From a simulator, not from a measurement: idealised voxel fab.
process module | voxel capacitor over wiring
cross-section cut | 245 nm wide | cells 5 nm
A cross-section is a grid of square cells, given in bands from the top down. A band is one or more rows of cells.
Each band's line starts with the height of the band's top and of its bottom, in nm. Then come its materials from left to right, each with its width in nm. One material with "throughout" fills the band from edge to edge. "air" is empty space.
Height 0 is the level under which the wafer as received is all one material. The lowest band goes on downwards, as in "0 down".
A width such as "30 to 40" changes by the same amount from each row of cells to the next, from the band's top row to its bottom row.
"no change" after a step means that no cell of the cross-section changed.
closed voids: empty space of 8 cells or more with no open way to the top, each as width x height at its distance from the left edge, in nm
after a step's settings: what the simulator itself notes on the step
overlay nm, on a step with a mask: how far to the right of its planned place the mask lay; to the left if negative
plan
1 op RECEIVE | material Si
2 op CONFORMAL_DEP | material SiO2 | thk nm 15
3 op DIRECTIONAL_DEP | material TiN | thk nm 5
4 op DIRECTIONAL_DEP | material W | thk nm 20
5 op DIRECTIONAL_DEP | material aC | thk nm 15
6 op PATTERN | tone cover | mask id METAL_1 | material resist | width nm 30 | pitch nm 90 | thk nm 35 | overlay nm 0
7 op DIRECTIONAL_ETCH | etch materials aC | depth nm 15
8 op STRIP | etch materials resist
9 op DIRECTIONAL_ETCH | etch materials W | depth nm 20
10 op DIRECTIONAL_ETCH | etch materials TiN | depth nm 5
11 op STRIP | etch materials aC
12 op FILL_DEP | material lowk | thk nm 5
13 op CMP | height nm 40
14 op CONFORMAL_DEP | material SiCN | thk nm 5
15 op DIRECTIONAL_DEP | material lowk | thk nm 10
16 op DIRECTIONAL_DEP | material aC | thk nm 10
17 op PATTERN | tone open | mask id PLUG_1 | material resist | width nm 15 | thk nm 25 | overlay nm 0
18 op DIRECTIONAL_ETCH | etch materials aC | depth nm 10
19 op STRIP | etch materials resist
20 op DIRECTIONAL_ETCH | etch materials lowk | depth nm 10
21 op DIRECTIONAL_ETCH | etch materials SiCN | depth nm 5
22 op STRIP | etch materials aC
23 op EPI | material Ru | thk nm 10
24 op EPI | material Ru | thk nm 5
25 op DIRECTIONAL_DEP | material TiN | thk nm 5
26 op DIRECTIONAL_DEP | material Al2O3 | thk nm 5
27 op DIRECTIONAL_DEP | material TiN | thk nm 5
28 op PATTERN | tone cover | mask id UPPER_PLATE | material resist | width nm 65 | thk nm 15 | overlay nm 0
29 op DIRECTIONAL_ETCH | etch materials TiN | depth nm 5
30 op DIRECTIONAL_ETCH | etch materials Al2O3 | depth nm 5
31 op STRIP | etch materials resist
32 op DIRECTIONAL_DEP | material aC | thk nm 10
33 op PATTERN | tone cover | mask id LOWER_PLATE | material resist | width nm 75 | thk nm 30 | overlay nm 0
34 op DIRECTIONAL_ETCH | etch materials aC | depth nm 5
35 op STRIP | etch materials resist
36 op DIRECTIONAL_ETCH | etch materials TiN | depth nm 5
37 op STRIP | etch materials aC
38 op FILL_DEP | material SiO2 | thk nm 15
39 op CMP | height nm 80
40 op PATTERN | tone open | mask id PLUG_2 | material resist | width nm 15 | thk nm 15 | overlay nm 0
41 op DIRECTIONAL_ETCH | etch materials SiO2 | depth nm 10
42 op STRIP | etch materials resist
43 op CONFORMAL_DEP | material TiN | thk nm 5
44 op FILL_DEP | material Cu | thk nm 10
45 op CMP | height nm 80
46 op CONFORMAL_DEP | material SiN | thk nm 5
varied across the wafers: depth nm of step 34. The plan shows the first wafer's value. All wafers start alike
first wafer as received, after step 1
  0 down: Si throughout
  closed voids: none
each wafer at the end: cells of each material gained (+) or lost (-) since it was received, then its closed voids
depth nm 5 | +13 Al2O3 | +1 Cu | +9 Ru | +46 SiCN | +49 SiN | +311 SiO2 | +79 TiN | +48 W | +277 lowk | closed voids: none
depth nm 10 | +13 Al2O3 | +1 Cu | +9 Ru | +46 SiCN | +49 SiN | +345 SiO2 | +45 TiN | +48 W | +277 lowk | closed voids: none
depth nm 15 | +13 Al2O3 | +1 Cu | +9 Ru | +46 SiCN | +49 SiN | +345 SiO2 | +45 TiN | +48 W | +277 lowk | closed voids: none
depth nm 20 | +13 Al2O3 | +1 Cu | +9 Ru | +46 SiCN | +49 SiN | +345 SiO2 | +45 TiN | +48 W | +277 lowk | closed voids: none
depth nm 25 | +13 Al2O3 | +1 Cu | +9 Ru | +46 SiCN | +49 SiN | +345 SiO2 | +45 TiN | +48 W | +277 lowk | closed voids: none
